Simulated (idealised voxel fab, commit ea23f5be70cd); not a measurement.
Presented below is a process module, voxel self aligned vias.
Cross-section cut: width 295 nm, square cells of 5 nm.
Just so we're on the same page, the cross-sections are grids of square cells, and they're listed out in bands top to bottom, each band one or more rows deep.
The entry gives the band's vertical extent as a top height and a bottom height in nm, then its horizontal make-up as materials from left to right, each with a width in nm. "air" stands for empty space; a single material marked "edge to edge" fills the band edge to edge.
Height datum 0, below which the as-received substrate wafer is one material. Lowest band open at the bottom, running downward: "top 0, no bottom".
Width: "30..40" (first number = top row, second number = bottom row, same change from row to row of cells).
Given "nothing changed" for a step, no cell of the cross-section differs between before and after that step.
What "Closed void catalog" gives you is every empty space of 8 cells or more that is cut off from the top. Each appears as width x height at distance, with the distance taken from the left edge and width, height and distance all in nm.
Read whatever lies past the settings on a step's line as the simulator's own remark about the step.
When a step includes a mask, the "overlay nm" setting on its line states how far to the right of its planned place that mask lay, and negative values state how far to the left.
### Below is the list of planned process steps
1 RECEIVE: material Si
2 CONFORMAL_DEP: material SiO2, thk nm 10
3 CONFORMAL_DEP: material SiCN, thk nm 5
4 DIRECTIONAL_DEP: material SiO2, thk nm 25
5 DIRECTIONAL_DEP: material aC, thk nm 15
6 PATTERN: tone open, mask id LINES, material resist, width nm 30, pitch nm 65, thk nm 30, overlay nm 0
7 DIRECTIONAL_ETCH: etch materials aC, depth nm 15
8 STRIP: etch materials resist
9 DIRECTIONAL_ETCH: etch materials SiO2, depth nm 25
10 STRIP: etch materials aC
11 CONFORMAL_DEP: material TiN, thk nm 5
12 FILL_DEP: material W, thk nm 5
13 CMP: height nm 40
14 SELECTIVE_ETCH: etch materials W Ru TiN, depth nm 5
15 FILL_DEP: material SiN, thk nm 5
16 CMP: height nm 40
17 DIRECTIONAL_DEP: material SiO2, thk nm 15
18 DIRECTIONAL_DEP: material aC, thk nm 15
19 PATTERN: tone open, mask id VIAS, material resist, width nm 40, thk nm 35, overlay nm 0
20 DIRECTIONAL_ETCH: etch materials aC, depth nm 15
21 STRIP: etch materials resist
22 DIRECTIONAL_ETCH: etch materials SiO2, depth nm 15
23 DIRECTIONAL_ETCH: etch materials SiN, depth nm 5
24 STRIP: etch materials aC
25 CONFORMAL_DEP: material TiN, thk nm 5
26 FILL_DEP: material W, thk nm 5
27 CMP: height nm 55
28 CONFORMAL_DEP: material SiN, thk nm 5
### Wafer, first of two, run as planned
### So this is the incoming wafer in cross-section - it's already been through step 1
> top 0, no bottom = Si edge to edge
> Closed void catalog: none
### The following cross-section depicts the wafer upon completion of step 2
> top 10, bottom 0 = SiO2 edge to edge
> No changes below 0.
### The following cross-section depicts the wafer upon completion of step 3
> top 15, bottom 10 = SiCN edge to edge
> No changes below 10.
### The following cross-section depicts the wafer upon completion of step 4
> top 40, bottom 15 = SiO2 edge to edge
> No changes below 15.
### The following cross-section depicts the wafer upon completion of step 5
> top 55, bottom 40 = aC edge to edge
> No changes below 40.
### The following cross-section depicts the wafer upon completion of step 6
> top 85, bottom 55 = resist (100)  air (30)  resist (35)  air (30)  resist (100)
> No changes below 55.
### The following cross-section depicts the wafer upon completion of step 7
> top 70, bottom 55 = resist (100)  air (30)  resist (35)  air (30)  resist (100)
> top 55, bottom 40 = aC (100)  air (30)  aC (35)  air (30)  aC (100)
> No changes below 40.
### The following cross-section depicts the wafer upon completion of step 8
> top 55, bottom 40 = aC (100)  air (30)  aC (35)  air (30)  aC (100)
> No changes below 40.
### The following cross-section depicts the wafer upon completion of step 9
> top 55, bottom 40 = aC (100)  air (30)  aC (35)  air (30)  aC (100)
> top 40, bottom 15 = SiO2 (100)  air (30)  SiO2 (35)  air (30)  SiO2 (100)
> No changes below 15.
### The following cross-section depicts the wafer upon completion of step 10
> top 40, bottom 15 = SiO2 (100)  air (30)  SiO2 (35)  air (30)  SiO2 (100)
> No changes below 15.
### The following cross-section depicts the wafer upon completion of step 11
> top 45, bottom 40 = TiN (105)  air (20)  TiN (45)  air (20)  TiN (105)
> top 40, bottom 20 = SiO2 (100)  TiN (5)  air (20)  TiN (5)  SiO2 (35)  TiN (5)  air (20)  TiN (5)  SiO2 (100)
> top 20, bottom 15 = SiO2 (100)  TiN (30)  SiO2 (35)  TiN (30)  SiO2 (100)
> No changes below 15.
### The following cross-section depicts the wafer upon completion of step 12
> top 50, bottom 45 = W edge to edge
> top 45, bottom 40 = TiN (105)  W (20)  TiN (45)  W (20)  TiN (105)
> top 40, bottom 20 = SiO2 (100)  TiN (5)  W (20)  TiN (5)  SiO2 (35)  TiN (5)  W (20)  TiN (5)  SiO2 (100)
> No changes below 20.
### The following cross-section depicts the wafer upon completion of step 13
> top 40, bottom 20 = SiO2 (100)  TiN (5)  W (20)  TiN (5)  SiO2 (35)  TiN (5)  W (20)  TiN (5)  SiO2 (100)
> No changes below 20.
### The following cross-section depicts the wafer upon completion of step 14
> top 40, bottom 35 = SiO2 (100)  air (30)  SiO2 (35)  air (30)  SiO2 (100)
> No changes below 35.
### The following cross-section depicts the wafer upon completion of step 15
> top 45, bottom 40 = SiN edge to edge
> top 40, bottom 35 = SiO2 (100)  SiN (30)  SiO2 (35)  SiN (30)  SiO2 (100)
> No changes below 35.
### The following cross-section depicts the wafer upon completion of step 16
> top 40, bottom 35 = SiO2 (100)  SiN (30)  SiO2 (35)  SiN (30)  SiO2 (100)
> No changes below 35.
### The following cross-section depicts the wafer upon completion of step 17
> top 55, bottom 40 = SiO2 edge to edge
> No changes below 40.
### The following cross-section depicts the wafer upon completion of step 18
> top 70, bottom 55 = aC edge to edge
> No changes below 55.
### The following cross-section depicts the wafer upon completion of step 19
> top 105, bottom 70 = resist (95)  air (40)  resist (160)
> No changes below 70.
### The following cross-section depicts the wafer upon completion of step 20
> top 90, bottom 70 = resist (95)  air (40)  resist (160)
> top 70, bottom 55 = aC (95)  air (40)  aC (160)
> No changes below 55.
### The following cross-section depicts the wafer upon completion of step 21
> top 70, bottom 55 = aC (95)  air (40)  aC (160)
> No changes below 55.
### The following cross-section depicts the wafer upon completion of step 22
> top 70, bottom 55 = aC (95)  air (40)  aC (160)
> top 55, bottom 40 = SiO2 (95)  air (40)  SiO2 (160)
> No changes below 40.
### The following cross-section depicts the wafer upon completion of step 23
> top 70, bottom 55 = aC (95)  air (40)  aC (160)
> top 55, bottom 40 = SiO2 (95)  air (40)  SiO2 (160)
> top 40, bottom 35 = SiO2 (100)  air (30)  SiO2 (35)  SiN (30)  SiO2 (100)
> No changes below 35.
### The following cross-section depicts the wafer upon completion of step 24
> top 55, bottom 40 = SiO2 (95)  air (40)  SiO2 (160)
> No changes below 40.
### The following cross-section depicts the wafer upon completion of step 25
> top 60, bottom 55 = TiN (100)  air (30)  TiN (165)
> top 55, bottom 45 = SiO2 (95)  TiN (5)  air (30)  TiN (5)  SiO2 (160)
> top 45, bottom 40 = SiO2 (95)  TiN (10)  air (20)  TiN (10)  SiO2 (160)
> top 40, bottom 35 = SiO2 (100)  TiN (30)  SiO2 (35)  SiN (30)  SiO2 (100)
> No changes below 35.
### The following cross-section depicts the wafer upon completion of step 26
> top 65, bottom 60 = W edge to edge
> top 60, bottom 55 = TiN (100)  W (30)  TiN (165)
> top 55, bottom 45 = SiO2 (95)  TiN (5)  W (30)  TiN (5)  SiO2 (160)
> top 45, bottom 40 = SiO2 (95)  TiN (10)  W (20)  TiN (10)  SiO2 (160)
> No changes below 40.
### The following cross-section depicts the wafer upon completion of step 27
> top 55, bottom 45 = SiO2 (95)  TiN (5)  W (30)  TiN (5)  SiO2 (160)
> No changes below 45.
### The following cross-section depicts the wafer upon completion of step 28
> top 60, bottom 55 = SiN edge to edge
> No changes below 55.
### second wafer: like start, like plan, one mistake. Through step 18 it matches the first wafer
### when step 19 should have ended
> top 105, bottom 70 = resist (100)  air (35)  resist (160)
> No changes below 70.
### when step 20 should have ended
> top 90, bottom 70 = resist (100)  air (35)  resist (160)
> top 70, bottom 55 = aC (100)  air (35)  aC (160)
> No changes below 55.
### when step 21 should have ended
> top 70, bottom 55 = aC (100)  air (35)  aC (160)
> No changes below 55.
### when step 22 should have ended
> top 70, bottom 55 = aC (100)  air (35)  aC (160)
> top 55, bottom 40 = SiO2 (100)  air (35)  SiO2 (160)
> No changes below 40.
### when step 23 should have ended
> top 70, bottom 55 = aC (100)  air (35)  aC (160)
> top 55, bottom 40 = SiO2 (100)  air (35)  SiO2 (160)
> top 40, bottom 35 = SiO2 (100)  air (30)  SiO2 (35)  SiN (30)  SiO2 (100)
> No changes below 35.
### when step 24 should have ended
> top 55, bottom 40 = SiO2 (100)  air (35)  SiO2 (160)
> No changes below 40.
### when step 25 should have ended
> top 60, bottom 55 = TiN (105)  air (25)  TiN (165)
> top 55, bottom 45 = SiO2 (100)  TiN (5)  air (25)  TiN (5)  SiO2 (160)
> top 45, bottom 40 = SiO2 (100)  TiN (5)  air (20)  TiN (10)  SiO2 (160)
> top 40, bottom 35 = SiO2 (100)  TiN (30)  SiO2 (35)  SiN (30)  SiO2 (100)
> No changes below 35.
### when step 26 should have ended
> top 65, bottom 60 = W edge to edge
> top 60, bottom 55 = TiN (105)  W (25)  TiN (165)
> top 55, bottom 45 = SiO2 (100)  TiN (5)  W (25)  TiN (5)  SiO2 (160)
> top 45, bottom 40 = SiO2 (100)  TiN (5)  W (20)  TiN (10)  SiO2 (160)
> No changes below 40.
### when step 27 should have ended
> top 55, bottom 45 = SiO2 (100)  TiN (5)  W (25)  TiN (5)  SiO2 (160)
> No changes below 45.
### when step 28 should have ended
> top 60, bottom 55 = SiN edge to edge
> No changes below 55.
The mistake made against the process plan was this: contrary to plan, step 19 was performed as PATTERN: tone open, mask id VIAS, material resist, width nm 35, thk nm 35, overlay nm 0
FYI, end of process, the second wafer has more or fewer cells of some materials than the first: 3 more of SiO2; 1 fewer of TiN; 2 fewer of W
